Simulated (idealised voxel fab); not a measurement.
process module | voxel trench capacitor
cross-section cut | 245 nm wide | cells 5 nm
A cross-section is a grid of square cells, given in bands from the top down. A band is one or more rows of cells.
Each band's line starts with the height of the band's top and of its bottom, in nm. Then come its materials from left to right, each with its width in nm. One material with "throughout" fills the band from edge to edge. "air" is empty space.
Height 0 is the level under which the wafer as received is all one material. The lowest band goes on downwards, as in "0 down".
A width such as "30 to 40" changes by the same amount from each row of cells to the next, from the band's top row to its bottom row.
"no change" after a step means that no cell of the cross-section changed.
closed voids: empty space of 8 cells or more with no open way to the top, each as width x height at its distance from the left edge, in nm
after a step's settings: what the simulator itself notes on the step
overlay nm, on a step with a mask: how far to the right of its planned place the mask lay; to the left if negative
plan
1 op RECEIVE | material Si
2 op CONFORMAL_DEP | material SiN | thk nm 5
3 op DIRECTIONAL_DEP | material aC | thk nm 15
4 op PATTERN | tone open | mask id TRENCH | material resist | width nm 15 | pitch nm 35 | thk nm 35 | overlay nm 0
5 op DIRECTIONAL_ETCH | etch materials aC | depth nm 15
6 op STRIP | etch materials resist
7 op DIRECTIONAL_ETCH | etch materials SiN | depth nm 5
8 op DIRECTIONAL_ETCH | etch materials Si | depth nm 35
9 op STRIP | etch materials aC
10 op CONFORMAL_DEP | material SiO2 | thk nm 5
11 op FILL_DEP | material polySi | thk nm 10
12 op CMP | height nm 5
as received, after step 1
  0 down: Si throughout
  closed voids: none
first wafer at the end, as planned
  5 to 0: SiN 95 | SiO2 5 | polySi 5 | SiO2 5 | SiN 20 | SiO2 5 | polySi 5 | SiO2 5 | SiN 100
  0 to -30: Si 95 | SiO2 5 | polySi 5 | SiO2 5 | Si 20 | SiO2 5 | polySi 5 | SiO2 5 | Si 100
  -30 to -35: Si 95 | SiO2 15 | Si 20 | SiO2 15 | Si 100
  -35 down: Si throughout
  closed voids: none
second wafer at the end: like start, like plan, one mistake
  5 to 0: SiN 95 | SiO2 5 | polySi 5 | SiO2 5 | SiN 20 | SiO2 5 | polySi 5 | SiO2 5 | SiN 100
  0 to -65: Si 95 | SiO2 5 | polySi 5 | SiO2 5 | Si 20 | SiO2 5 | polySi 5 | SiO2 5 | Si 100
  -65 to -70: Si 95 | SiO2 15 | Si 20 | SiO2 15 | Si 100
  -70 down: Si throughout
  closed voids: none
what went wrong: step 8 was run twice
at the end the second wafer has, in cells: 42 fewer of Si | 28 more of SiO2 | 14 more of polySi
